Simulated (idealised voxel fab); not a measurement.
This is a process module. Its name is voxel spacer lines.
The cross-section on display is named cut; it measures 225 nm wide, and its cells are 5 nm squares.
For the purposes of this document, a cross-section shall be understood as a grid of square cells, specified as bands listed in top-to-bottom order, each band consisting of one or more rows of cells.
Look at the band entry: it leads with the top's height and the bottom's height in nm. Then it lists the materials left to right, with a width in nm for each. The word "edge to edge" on a single material says that material fills the band edge to edge. The word "empty" is empty space.
All heights in this document are referenced to 0, defined as the level beneath which the wafer, as received, consists entirely of one material. The lowest band is not bounded below; it extends indefinitely downward and is written in the form "top 0, no bottom".
Think of "30 to 40" as a width that walks from the first number to the second as you go down the band, top row to bottom row, taking equal-sized steps from row to row.
"no alterations made" -> step changed no cross-section cell.
Each empty space that has no open way to the top and spans at least 8 cells appears under "Enclosed void listing" as width x height at distance, the distance counted from the left edge, all in nm.
Formally, on a step line, whatever follows the settings is a remark that the simulator itself makes on the step.
On any step carrying a mask, the "overlay nm" setting, if present on the step's line, tells how far right of its planned place the mask lay; negative values point to the left.

# This section lists the process steps that were planned
1: RECEIVE (material Si)
2: CONFORMAL_DEP (material Al2O3; thk nm 10)
3: DIRECTIONAL_DEP (material TiN; thk nm 10)
4: DIRECTIONAL_DEP (material polySi; thk nm 30)
5: PATTERN (tone cover; mask id MANDREL; material resist; width nm 25; pitch nm 70; thk nm 40; overlay nm 0)
6: DIRECTIONAL_ETCH (etch materials polySi; depth nm 30)
7: STRIP (etch materials resist)
8: CONFORMAL_DEP (material SiO2; thk nm 10)
9: DIRECTIONAL_ETCH (etch materials SiO2; depth nm 10)
10: STRIP (etch materials polySi)
11: DIRECTIONAL_ETCH (etch materials TiN; depth nm 10)
12: STRIP (etch materials SiO2)

# First of two wafers, with the run carried out as planned

# Step 1 complete: cross-section of the wafer as received
- top 0, no bottom: Si edge to edge
- Enclosed void listing: none

# Wafer after step 2 (cross-section)
- top 10, bottom 0: Al2O3 edge to edge
- Everything below 0 is unchanged.

# Wafer after step 3 (cross-section)
- top 20, bottom 10: TiN edge to edge
- Everything below 10 is unchanged.

# Wafer after step 4 (cross-section)
- top 50, bottom 20: polySi edge to edge
- Everything below 20 is unchanged.

# Wafer after step 5 (cross-section)
- top 90, bottom 50: empty=30, resist=25, empty=45, resist=25, empty=45, resist=25, empty=30
- Everything below 50 is unchanged.

# Wafer after step 6 (cross-section)
- top 90, bottom 50: empty=30, resist=25, empty=45, resist=25, empty=45, resist=25, empty=30
- top 50, bottom 20: empty=30, polySi=25, empty=45, polySi=25, empty=45, polySi=25, empty=30
- Everything below 20 is unchanged.

# Wafer after step 7 (cross-section)
- top 50, bottom 20: empty=30, polySi=25, empty=45, polySi=25, empty=45, polySi=25, empty=30
- Everything below 20 is unchanged.

# Wafer after step 8 (cross-section)
- top 60, bottom 50: empty=20, SiO2=45, empty=25, SiO2=45, empty=25, SiO2=45, empty=20
- top 50, bottom 30: empty=20, SiO2=10, polySi=25, SiO2=10, empty=25, SiO2=10, polySi=25, SiO2=10, empty=25, SiO2=10, polySi=25, SiO2=10, empty=20
- top 30, bottom 20: SiO2=30, polySi=25, SiO2=45, polySi=25, SiO2=45, polySi=25, SiO2=30
- Everything below 20 is unchanged.

# Wafer after step 9 (cross-section)
- top 50, bottom 20: empty=20, SiO2=10, polySi=25, SiO2=10, empty=25, SiO2=10, polySi=25, SiO2=10, empty=25, SiO2=10, polySi=25, SiO2=10, empty=20
- Everything below 20 is unchanged.

# Wafer after step 10 (cross-section)
- top 50, bottom 20: empty=20, SiO2=10, empty=25, SiO2=10, empty=25, SiO2=10, empty=25, SiO2=10, empty=25, SiO2=10, empty=25, SiO2=10, empty=20
- Everything below 20 is unchanged.

# Wafer after step 11 (cross-section)
- top 50, bottom 20: empty=20, SiO2=10, empty=25, SiO2=10, empty=25, SiO2=10, empty=25, SiO2=10, empty=25, SiO2=10, empty=25, SiO2=10, empty=20
- top 20, bottom 10: empty=20, TiN=10, empty=25, TiN=10, empty=25, TiN=10, empty=25, TiN=10, empty=25, TiN=10, empty=25, TiN=10, empty=20
- Everything below 10 is unchanged.

# Wafer after step 12 (cross-section)
- top 20, bottom 10: empty=20, TiN=10, empty=25, TiN=10, empty=25, TiN=10, empty=25, TiN=10, empty=25, TiN=10, empty=25, TiN=10, empty=20
- Everything below 10 is unchanged.

# Second of two: same start, same plan, one run error; steps up to and including 4 match the first

# Here is the second wafer in cross-section at the point where step 5 of the plan should have been done
- top 90, bottom 50: empty=35, resist=25, empty=45, resist=25, empty=45, resist=25, empty=25
- Everything below 50 is unchanged.

# Here is the second wafer in cross-section at the point where step 6 of the plan should have been done
- top 90, bottom 50: empty=35, resist=25, empty=45, resist=25, empty=45, resist=25, empty=25
- top 50, bottom 20: empty=35, polySi=25, empty=45, polySi=25, empty=45, polySi=25, empty=25
- Everything below 20 is unchanged.

# Here is the second wafer in cross-section at the point where step 7 of the plan should have been done
- top 50, bottom 20: empty=35, polySi=25, empty=45, polySi=25, empty=45, polySi=25, empty=25
- Everything below 20 is unchanged.

# Here is the second wafer in cross-section at the point where step 8 of the plan should have been done
- top 60, bottom 50: empty=25, SiO2=45, empty=25, SiO2=45, empty=25, SiO2=45, empty=15
- top 50, bottom 30: empty=25, SiO2=10, polySi=25, SiO2=10, empty=25, SiO2=10, polySi=25, SiO2=10, empty=25, SiO2=10, polySi=25, SiO2=10, empty=15
- top 30, bottom 20: SiO2=35, polySi=25, SiO2=45, polySi=25, SiO2=45, polySi=25, SiO2=25
- Everything below 20 is unchanged.

# Here is the second wafer in cross-section at the point where step 9 of the plan should have been done
- top 50, bottom 20: empty=25, SiO2=10, polySi=25, SiO2=10, empty=25, SiO2=10, polySi=25, SiO2=10, empty=25, SiO2=10, polySi=25, SiO2=10, empty=15
- Everything below 20 is unchanged.

# Here is the second wafer in cross-section at the point where step 10 of the plan should have been done
- top 50, bottom 20: empty=25, SiO2=10, empty=25, SiO2=10, empty=25, SiO2=10, empty=25, SiO2=10, empty=25, SiO2=10, empty=25, SiO2=10, empty=15
- Everything below 20 is unchanged.

# Here is the second wafer in cross-section at the point where step 11 of the plan should have been done
- top 50, bottom 20: empty=25, SiO2=10, empty=25, SiO2=10, empty=25, SiO2=10, empty=25, SiO2=10, empty=25, SiO2=10, empty=25, SiO2=10, empty=15
- top 20, bottom 10: empty=25, TiN=10, empty=25, TiN=10, empty=25, TiN=10, empty=25, TiN=10, empty=25, TiN=10, empty=25, TiN=10, empty=15
- Everything below 10 is unchanged.

# Here is the second wafer in cross-section at the point where step 12 of the plan should have been done
- top 20, bottom 10: empty=25, TiN=10, empty=25, TiN=10, empty=25, TiN=10, empty=25, TiN=10, empty=25, TiN=10, empty=25, TiN=10, empty=15
- Everything below 10 is unchanged.
The mistake made against the process plan was this: step 5 off recipe, ran as PATTERN (tone cover; mask id MANDREL; material resist; width nm 25; pitch nm 70; thk nm 40; overlay nm 5)
Upon completion, the cell count for each material on the second wafer equals that on the first, whereas the spatial distribution of those cells differs.
